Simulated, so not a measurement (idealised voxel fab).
You're looking at the process module voxel transistor to metal.
140 nm wide, 5 nm square cells: that's cross-section cut.
Square cells in a grid make up a cross-section in this document, and the grid is given as bands, listed from the top down, each one or more rows of cells. The entry gives the band's vertical extent as a top height and a bottom height in nm, then its horizontal make-up as materials from left to right, each with a width in nm. "empty" stands for empty space; a single material marked "throughout" fills the band edge to edge. The level at which height equals 0 is the one under which the wafer, as it arrives, is entirely one material. No lower edge exists for the bottom band, which continues downward and is notated as in "0 nm and below". It should be noted that a width expressed as "30 to 40" varies in equal increments from row to row of cells within the band, taking the value of the first number at the top row and that of the second number at the bottom row. "remains unaltered" -> step changed no cross-section cell. What "Voids lacking openings" gives you is every empty space of 8 cells or more that is cut off from the top. Each appears as width x height at distance, with the distance taken from the left edge and width, height and distance all in nm. Formally, on a step line, whatever follows the settings is a remark that the simulator itself makes on the step. The optional step-line setting "overlay nm" applies to steps with a mask and quantifies how far to the right of its planned location the mask lay, a negative value indicating leftward placement.
# Here's what the planned process steps look like
| 1 | RECEIVE | material Si |
| 2 | CONFORMAL_DEP | material SiO2 | thk nm 5 |
| 3 | CONFORMAL_DEP | material SiN | thk nm 15 |
| 4 | PATTERN | tone cover | mask id ACTIVE | material resist | width nm 105 | thk nm 20 | overlay nm 0 |
| 5 | DIRECTIONAL_ETCH | etch materials SiN | depth nm 15 |
| 6 | DIRECTIONAL_ETCH | etch materials SiO2 | depth nm 5 |
| 7 | DIRECTIONAL_ETCH | etch materials Si | depth nm 30 |
| 8 | STRIP | etch materials resist |
| 9 | FILL_DEP | material SiO2 | thk nm 5 |
| 10 | CMP | height nm 20 |
| 11 | SELECTIVE_ETCH | etch materials SiO2 | depth nm 5 |
| 12 | STRIP | etch materials SiN |
| 13 | SELECTIVE_ETCH | etch materials SiO2 | depth nm 5 |
| 14 | OXIDIZE | depth nm 5 |
| 15 | DIRECTIONAL_DEP | material polySi | thk nm 25 |
| 16 | DIRECTIONAL_DEP | material SiCN | thk nm 10 |
| 17 | DIRECTIONAL_DEP | material aC | thk nm 15 |
| 18 | PATTERN | tone cover | mask id GATE | material resist | width nm 15 | thk nm 30 | overlay nm 0 |
| 19 | DIRECTIONAL_ETCH | etch materials aC | depth nm 15 |
| 20 | STRIP | etch materials resist |
| 21 | DIRECTIONAL_ETCH | etch materials SiCN | depth nm 20 |
| 22 | DIRECTIONAL_ETCH | etch materials polySi | depth nm 35 |
| 23 | STRIP | etch materials aC |
| 24 | CONFORMAL_DEP | material SiN | thk nm 10 |
| 25 | DIRECTIONAL_ETCH | etch materials SiN | depth nm 10 |
| 26 | DIRECTIONAL_ETCH | etch materials SiO2 | depth nm 5 |
| 27 | EPI | material pSi | thk nm 5 |
| 28 | FILL_DEP | material SiO2 | thk nm 5 |
| 29 | CMP | height nm 35 |
| 30 | DIRECTIONAL_DEP | material SiO2 | thk nm 10 |
| 31 | DIRECTIONAL_DEP | material aC | thk nm 15 |
| 32 | PATTERN | tone open | mask id CONTACT | material resist | width nm 20 | pitch nm 65 | thk nm 30 | overlay nm 0 |
| 33 | DIRECTIONAL_ETCH | etch materials aC | depth nm 15 |
| 34 | STRIP | etch materials resist |
| 35 | DIRECTIONAL_ETCH | etch materials SiO2 | depth nm 45 |
| 36 | STRIP | etch materials aC |
| 37 | CONFORMAL_DEP | material TiN | thk nm 5 |
| 38 | FILL_DEP | material W | thk nm 5 |
| 39 | CMP | height nm 45 |
| 40 | DIRECTIONAL_DEP | material TiN | thk nm 5 |
| 41 | DIRECTIONAL_DEP | material W | thk nm 20 |
| 42 | MASKED_ETCH | tone cover | mask id METAL_1 | width nm 20 | pitch nm 65 | etch materials W | depth nm 20 | overlay nm 0 |
| 43 | MASKED_ETCH | tone cover | mask id METAL_1 | width nm 20 | pitch nm 65 | etch materials TiN | depth nm 5 | overlay nm 0 |
| 44 | CONFORMAL_DEP | material SiCN | thk nm 5 |
| 45 | FILL_DEP | material SiO2 | thk nm 10 |
| 46 | CMP | height nm 70 |
| 47 | CONFORMAL_DEP | material SiCN | thk nm 5 |
# The cross-section here shows the wafer as received, i.e. in its state after step 1
	0 nm and below = Si throughout
	Voids lacking openings: none
# Cross-section, first of two wafers, end of module, run as planned
	75 nm to 70 nm = SiCN throughout
	70 nm to 50 nm = SiO2 (20)  SiCN (5)  W (20)  SiCN (5)  SiO2 (35)  SiCN (5)  W (20)  SiCN (5)  SiO2 (25)
	50 nm to 45 nm = SiCN (25)  TiN (20)  SiCN (45)  TiN (20)  SiCN (30)
	45 nm to 35 nm = SiO2 (25)  TiN (5)  W (10)  TiN (5)  SiO2 (45)  TiN (5)  W (10)  TiN (5)  SiO2 (30)
	35 nm to 25 nm = SiO2 (25)  TiN (5)  W (10)  TiN (5)  SiO2 (5)  SiN (10)  SiCN (15)  SiN (10)  SiO2 (5)  TiN (5)  W (10)  TiN (5)  SiO2 (30)
	25 nm to 10 nm = SiO2 (25)  TiN (5)  W (10)  TiN (5)  SiO2 (5)  SiN (10)  polySi (15)  SiN (10)  SiO2 (5)  TiN (5)  W (10)  TiN (5)  SiO2 (30)
	10 nm to 5 nm = SiO2 (10)  SiN (10)  SiO2 (5)  TiN (5)  W (10)  TiN (5)  SiO2 (5)  SiN (10)  polySi (15)  SiN (10)  SiO2 (5)  TiN (5)  W (10)  TiN (5)  SiO2 (5)  SiN (10)  SiO2 (15)
	5 nm to 0 nm = SiO2 (10)  SiN (10)  SiO2 (5)  TiN (20)  SiO2 (5)  SiN (10)  polySi (15)  SiN (10)  SiO2 (5)  TiN (20)  SiO2 (5)  SiN (10)  SiO2 (15)
	0 nm to -5 nm = SiO2 (20)  pSi (30)  SiO2 (35)  pSi (30)  SiO2 (25)
	-5 nm to -30 nm = SiO2 (15)  Si (105)  SiO2 (20)
	-30 nm and below = Si throughout
	Voids lacking openings: none
# What the second wafer looks like in cross-section once the module is done. Its start and its plan matched the first wafer's exactly; what differed was one mistake in how it was run
	75 nm to 70 nm = SiCN throughout
	70 nm to 55 nm = SiO2 (10)  SiCN (5)  W (20)  SiCN (5)  SiO2 (35)  SiCN (5)  W (20)  SiCN (5)  SiO2 (35)
	55 nm to 50 nm = SiO2 (10)  SiCN (5)  W (20)  SiCN (15)  SiO2 (25)  SiCN (5)  W (20)  SiCN (15)  SiO2 (25)
	50 nm to 45 nm = SiCN (15)  TiN (30)  SiCN (35)  TiN (30)  SiCN (30)
	45 nm to 35 nm = SiO2 (25)  TiN (5)  W (10)  TiN (5)  SiO2 (45)  TiN (5)  W (10)  TiN (5)  SiO2 (30)
	35 nm to 25 nm = SiO2 (25)  TiN (5)  W (10)  TiN (5)  SiO2 (5)  SiN (10)  SiCN (15)  SiN (10)  SiO2 (5)  TiN (5)  W (10)  TiN (5)  SiO2 (30)
	25 nm to 10 nm = SiO2 (25)  TiN (5)  W (10)  TiN (5)  SiO2 (5)  SiN (10)  polySi (15)  SiN (10)  SiO2 (5)  TiN (5)  W (10)  TiN (5)  SiO2 (30)
	10 nm to 5 nm = SiO2 (10)  SiN (10)  SiO2 (5)  TiN (5)  W (10)  TiN (5)  SiO2 (5)  SiN (10)  polySi (15)  SiN (10)  SiO2 (5)  TiN (5)  W (10)  TiN (5)  SiO2 (5)  SiN (10)  SiO2 (15)
	5 nm to 0 nm = SiO2 (10)  SiN (10)  SiO2 (5)  TiN (20)  SiO2 (5)  SiN (10)  polySi (15)  SiN (10)  SiO2 (5)  TiN (20)  SiO2 (5)  SiN (10)  SiO2 (15)
	0 nm to -5 nm = SiO2 (20)  pSi (30)  SiO2 (35)  pSi (30)  SiO2 (25)
	-5 nm to -30 nm = SiO2 (15)  Si (105)  SiO2 (20)
	-30 nm and below = Si throughout
	Voids lacking openings: none
Heads up, the wafer didn't run the way we planned it: so step 42 ended up running with a different setting than we planned, it ran as MASKED_ETCH | tone cover | mask id METAL_1 | width nm 20 | pitch nm 65 | etch materials W | depth nm 20 | overlay nm -10
Wafer comparison, final, in cells, second relative to first, materials more or fewer: 4 fewer of SiO2 | 4 more of TiN
